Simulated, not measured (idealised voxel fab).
process module | voxel fin reveal
cross-section cut | 170 nm wide | cells 5 nm
A cross-section is a grid of square cells, given in bands from the top down. A band is one or more rows of cells.
Each band's line starts with the height of the band's top and of its bottom, in nm. Then come its materials from left to right, each with its width in nm. One material with "throughout" fills the band from edge to edge. "air" is empty space.
Height 0 is the level under which the wafer as received is all one material. The lowest band goes on downwards, as in "0 down".
A width such as "30 to 40" changes by the same amount from each row of cells to the next, from the band's top row to its bottom row.
"no change" after a step means that no cell of the cross-section changed.
closed voids: empty space of 8 cells or more with no open way to the top, each as width x height at its distance from the left edge, in nm
after a step's settings: what the simulator itself notes on the step
overlay nm, on a step with a mask: how far to the right of its planned place the mask lay; to the left if negative
plan
1 op RECEIVE | material Si
2 op CONFORMAL_DEP | material SiN | thk nm 5
3 op PATTERN | tone cover | mask id FINS | material resist | width nm 15 | pitch nm 35 | thk nm 15 | overlay nm -15
4 op DIRECTIONAL_ETCH | etch materials SiN | depth nm 5
5 op DIRECTIONAL_ETCH | etch materials Si | depth nm 40
6 op STRIP | etch materials resist
7 op OXIDIZE | depth nm 5
8 op FILL_DEP | material SiO2 | thk nm 5
9 op CMP | height nm 5
10 op SELECTIVE_ETCH | etch materials SiO2 | depth nm 30
11 op STRIP | etch materials SiN
12 op CONFORMAL_DEP | material HfO2 | thk nm 5
varied across the wafers: overlay nm of step 3. The plan shows the first wafer's value. All wafers start alike
first wafer as received, after step 1
  0 down: Si throughout
  closed voids: none
first wafer at the end, after step 12
  5 to 0: air 25 | HfO2 15 | air 20 | HfO2 15 | air 20 | HfO2 15 | air 60
  0 to -20: air 25 | HfO2 5 | Si 5 | HfO2 5 | air 20 | HfO2 5 | Si 5 | HfO2 5 | air 20 | HfO2 5 | Si 5 | HfO2 5 | air 60
  -20 to -25: HfO2 30 | Si 5 | HfO2 30 | Si 5 | HfO2 30 | Si 5 | HfO2 65
  -25 to -45: SiO2 30 | Si 5 | SiO2 30 | Si 5 | SiO2 30 | Si 5 | SiO2 65
  -45 down: Si throughout
  closed voids: none
last wafer at the end
  5 to 0: air 55 | HfO2 15 | air 20 | HfO2 15 | air 20 | HfO2 15 | air 30
  0 to -20: air 55 | HfO2 5 | Si 5 | HfO2 5 | air 20 | HfO2 5 | Si 5 | HfO2 5 | air 20 | HfO2 5 | Si 5 | HfO2 5 | air 30
  -20 to -25: HfO2 60 | Si 5 | HfO2 30 | Si 5 | HfO2 30 | Si 5 | HfO2 35
  -25 to -45: SiO2 60 | Si 5 | SiO2 30 | Si 5 | SiO2 30 | Si 5 | SiO2 35
  -45 down: Si throughout
  closed voids: none
each wafer at the end: cells of each material gained (+) or lost (-) since it was received, then its closed voids
overlay nm -15 | +64 HfO2 | -279 Si | +124 SiO2 | closed voids: none
overlay nm -10 | +64 HfO2 | -279 Si | +124 SiO2 | closed voids: none
overlay nm -5 | +64 HfO2 | -279 Si | +124 SiO2 | closed voids: none
overlay nm 0 | +64 HfO2 | -279 Si | +124 SiO2 | closed voids: none
overlay nm 5 | +64 HfO2 | -279 Si | +124 SiO2 | closed voids: none
overlay nm 10 | +64 HfO2 | -279 Si | +124 SiO2 | closed voids: none
overlay nm 15 | +64 HfO2 | -279 Si | +124 SiO2 | closed voids: none
